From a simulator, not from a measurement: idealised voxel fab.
The following process module bears the name voxel ribs on slabs.
Each square cell in cross-section cut measures 5 nm, and the section as a whole is 235 nm wide.
For the purposes of this document, a cross-section shall be understood as a grid of square cells, specified as bands listed in top-to-bottom order, each band consisting of one or more rows of cells. First you get the band's top height and its bottom height, in nm, and then the materials it's made of, left to right, with each width in nm. If you see a single material with "edge to edge", that one covers the band edge to edge. "blank" is empty space. Height datum 0, below which the as-received substrate wafer is one material. Lowest band open at the bottom, running downward: "top 0, no bottom". Quick explanation for "30->40": the width changes in equal steps down the rows of cells, from the first number in the band's top row to the second number in its bottom row. Where the words "remained the same" appear for a step, the cross-section shows no cell changed by that step; every cell remained as before. So "Voids, enclosed" is basically the list of trapped voids: any empty space of 8 cells or more that can't reach the top through an opening. They're written width x height at distance, the distance being from the left edge, and it's all nm. Text after the settings on a step's line: the simulator's own remark on that step. Regarding "overlay nm": on a step with a mask, it is the distance the mask lay to the right of its planned place; a negative value places it to the left.

# Process steps (planned)
1. RECEIVE [material Si]
2. DIRECTIONAL_DEP [material SiO2] [thk nm 25]
3. DIRECTIONAL_DEP [material polySi] [thk nm 20]
4. DIRECTIONAL_DEP [material aC] [thk nm 10]
5. PATTERN [tone cover] [mask id RIB] [material resist] [width nm 30] [thk nm 25] [overlay nm 0]
6. DIRECTIONAL_ETCH [etch materials aC] [depth nm 10]
7. STRIP [etch materials resist]
8. DIRECTIONAL_ETCH [etch materials polySi] [depth nm 10]
9. STRIP [etch materials aC]
10. MASKED_ETCH [tone cover] [mask id SLAB] [width nm 80] [etch materials polySi] [depth nm 10] [overlay nm 0]
11. FILL_DEP [material SiO2] [thk nm 25]
12. CMP [height nm 60]
13. DIRECTIONAL_DEP [material TiN] [thk nm 5]
14. PATTERN [tone cover] [mask id HEATER] [material resist] [width nm 40] [thk nm 15] [overlay nm 0]
15. DIRECTIONAL_ETCH [etch materials TiN] [depth nm 5]
16. STRIP [etch materials resist]
17. CONFORMAL_DEP [material SiO2] [thk nm 5]

# Run as planned: first of two wafers

# Delivered wafer in cross-section: state after step 1
- top 0, no bottom: Si edge to edge
- Voids, enclosed: none

# Take a look at the wafer's cross-section after step 2
- top 25, bottom 0: SiO2 edge to edge
- Everything below 0 is unchanged.

# Take a look at the wafer's cross-section after step 3
- top 45, bottom 25: polySi edge to edge
- Everything below 25 is unchanged.

# Take a look at the wafer's cross-section after step 4
- top 55, bottom 45: aC edge to edge
- Everything below 45 is unchanged.

# Take a look at the wafer's cross-section after step 5
- top 80, bottom 55: blank: 100 | resist: 30 | blank: 105
- Everything below 55 is unchanged.

# Take a look at the wafer's cross-section after step 6
- top 70, bottom 55: blank: 100 | resist: 30 | blank: 105
- top 55, bottom 45: blank: 100 | aC: 30 | blank: 105
- Everything below 45 is unchanged.

# Take a look at the wafer's cross-section after step 7
- top 55, bottom 45: blank: 100 | aC: 30 | blank: 105
- Everything below 45 is unchanged.

# Take a look at the wafer's cross-section after step 8
- top 55, bottom 45: blank: 100 | aC: 30 | blank: 105
- top 45, bottom 35: blank: 100 | polySi: 30 | blank: 105
- Everything below 35 is unchanged.

# Take a look at the wafer's cross-section after step 9
- top 45, bottom 35: blank: 100 | polySi: 30 | blank: 105
- Everything below 35 is unchanged.

# Take a look at the wafer's cross-section after step 10
- top 45, bottom 35: blank: 100 | polySi: 30 | blank: 105
- top 35, bottom 25: blank: 75 | polySi: 80 | blank: 80
- Everything below 25 is unchanged.

# Take a look at the wafer's cross-section after step 11
- top 70, bottom 45: SiO2 edge to edge
- top 45, bottom 35: SiO2: 100 | polySi: 30 | SiO2: 105
- top 35, bottom 25: SiO2: 75 | polySi: 80 | SiO2: 80
- Everything below 25 is unchanged.

# Take a look at the wafer's cross-section after step 12
- top 60, bottom 45: SiO2 edge to edge
- Everything below 45 is unchanged.

# Take a look at the wafer's cross-section after step 13
- top 65, bottom 60: TiN edge to edge
- Everything below 60 is unchanged.

# Take a look at the wafer's cross-section after step 14
- top 80, bottom 65: blank: 95 | resist: 40 | blank: 100
- Everything below 65 is unchanged.

# Take a look at the wafer's cross-section after step 15
- top 80, bottom 65: blank: 95 | resist: 40 | blank: 100
- top 65, bottom 60: blank: 95 | TiN: 40 | blank: 100
- Everything below 60 is unchanged.

# Take a look at the wafer's cross-section after step 16
- top 65, bottom 60: blank: 95 | TiN: 40 | blank: 100
- Everything below 60 is unchanged.

# Take a look at the wafer's cross-section after step 17
- top 70, bottom 65: blank: 90 | SiO2: 50 | blank: 95
- top 65, bottom 60: SiO2: 95 | TiN: 40 | SiO2: 100
- Everything below 60 is unchanged.

# Wafer two. Same start, same plan, one slip in execution. Same as wafer one through step 9, inclusive

# Second wafer: cross-section at the scheduled end of step 10
- top 45, bottom 35: blank: 100 | polySi: 30 | blank: 105
- top 35, bottom 25: blank: 65 | polySi: 80 | blank: 90
- Everything below 25 is unchanged.

# Second wafer: cross-section at the scheduled end of step 11
- top 70, bottom 45: SiO2 edge to edge
- top 45, bottom 35: SiO2: 100 | polySi: 30 | SiO2: 105
- top 35, bottom 25: SiO2: 65 | polySi: 80 | SiO2: 90
- Everything below 25 is unchanged.

# Second wafer: cross-section at the scheduled end of step 12
- top 60, bottom 45: SiO2 edge to edge
- Everything below 45 is unchanged.

# Second wafer: cross-section at the scheduled end of step 13
- top 65, bottom 60: TiN edge to edge
- Everything below 60 is unchanged.

# Second wafer: cross-section at the scheduled end of step 14
- top 80, bottom 65: blank: 95 | resist: 40 | blank: 100
- Everything below 65 is unchanged.

# Second wafer: cross-section at the scheduled end of step 15
- top 80, bottom 65: blank: 95 | resist: 40 | blank: 100
- top 65, bottom 60: blank: 95 | TiN: 40 | blank: 100
- Everything below 60 is unchanged.

# Second wafer: cross-section at the scheduled end of step 16
- top 65, bottom 60: blank: 95 | TiN: 40 | blank: 100
- Everything below 60 is unchanged.

# Second wafer: cross-section at the scheduled end of step 17
- top 70, bottom 65: blank: 90 | SiO2: 50 | blank: 95
- top 65, bottom 60: SiO2: 95 | TiN: 40 | SiO2: 100
- Everything below 60 is unchanged.
Error vs. plan: step 10 changed vs plan, executed as MASKED_ETCH [tone cover] [mask id SLAB] [width nm 80] [etch materials polySi] [depth nm 10] [overlay nm -10]
Both wafers, final: cells per material equal; arrangement not.
